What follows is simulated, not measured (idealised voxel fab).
process module | voxel self aligned vias
cross-section cut | 280 nm wide | cells 5 nm
A cross-section is a grid of square cells, given in bands from the top down. A band is one or more rows of cells.
Each band's line starts with the height of the band's top and of its bottom, in nm. Then come its materials from left to right, each with its width in nm. One material with "throughout" fills the band from edge to edge. "air" is empty space.
Height 0 is the level under which the wafer as received is all one material. The lowest band goes on downwards, as in "0 down".
A width such as "30 to 40" changes by the same amount from each row of cells to the next, from the band's top row to its bottom row.
"no change" after a step means that no cell of the cross-section changed.
closed voids: empty space of 8 cells or more with no open way to the top, each as width x height at its distance from the left edge, in nm
after a step's settings: what the simulator itself notes on the step
overlay nm, on a step with a mask: how far to the right of its planned place the mask lay; to the left if negative
plan
1 op RECEIVE | material Si
2 op CONFORMAL_DEP | material SiO2 | thk nm 10
3 op CONFORMAL_DEP | material SiCN | thk nm 5
4 op DIRECTIONAL_DEP | material SiO2 | thk nm 30
5 op MASKED_ETCH | tone open | mask id LINES | width nm 25 | pitch nm 75 | etch materials SiO2 | depth nm 30 | overlay nm 0
6 op CONFORMAL_DEP | material TiN | thk nm 5
7 op FILL_DEP | material W | thk nm 10
8 op CMP | height nm 45
9 op SELECTIVE_ETCH | etch materials W Ru TiN | depth nm 5
10 op FILL_DEP | material SiN | thk nm 10
11 op CMP | height nm 45
12 op DIRECTIONAL_DEP | material SiO2 | thk nm 15
13 op PATTERN | tone open | mask id VIAS | material resist | width nm 45 | thk nm 20 | overlay nm 0
14 op DIRECTIONAL_ETCH | etch materials SiO2 | depth nm 15
15 op DIRECTIONAL_ETCH | etch materials SiN | depth nm 5
16 op STRIP | etch materials resist
17 op CONFORMAL_DEP | material TiN | thk nm 5
18 op FILL_DEP | material Cu | thk nm 10
19 op CMP | height nm 60
20 op CONFORMAL_DEP | material SiCN | thk nm 5
as received, after step 1
  0 down: Si throughout
  closed voids: none
first wafer at the end, as planned
  65 to 60: SiCN throughout
  60 to 50: SiO2 80 | TiN 5 | Cu 35 | TiN 5 | SiO2 155
  50 to 45: SiO2 80 | TiN 15 | Cu 15 | TiN 15 | SiO2 155
  45 to 40: SiO2 90 | TiN 25 | SiO2 50 | SiN 25 | SiO2 90
  40 to 20: SiO2 90 | TiN 5 | W 15 | TiN 5 | SiO2 50 | TiN 5 | W 15 | TiN 5 | SiO2 90
  20 to 15: SiO2 90 | TiN 25 | SiO2 50 | TiN 25 | SiO2 90
  15 to 10: SiCN throughout
  10 to 0: SiO2 throughout
  0 down: Si throughout
  closed voids: none
second wafer at the end: like start, like plan, one mistake
  65 to 60: SiCN throughout
  60 to 50: SiO2 80 | TiN 5 | Cu 35 | TiN 5 | SiO2 155
  50 to 45: SiO2 80 | TiN 45 | SiO2 155
  45 to 40: SiO2 90 | TiN 5 | Cu 15 | TiN 5 | SiO2 50 | SiN 5 | Cu 15 | SiN 5 | SiO2 90
  40 to 20: SiO2 90 | TiN 5 | Cu 15 | TiN 5 | SiO2 50 | TiN 5 | Cu 15 | TiN 5 | SiO2 90
  20 to 15: SiO2 90 | TiN 25 | SiO2 50 | TiN 25 | SiO2 90
  15 to 10: SiCN throughout
  10 to 0: SiO2 throughout
  0 down: Si throughout
  closed voids: none
what went wrong: step 7 ran as: op FILL_DEP | material Cu | thk nm 10
at the end the second wafer has, in cells: 27 more of Cu | 3 fewer of SiN | 24 fewer of W
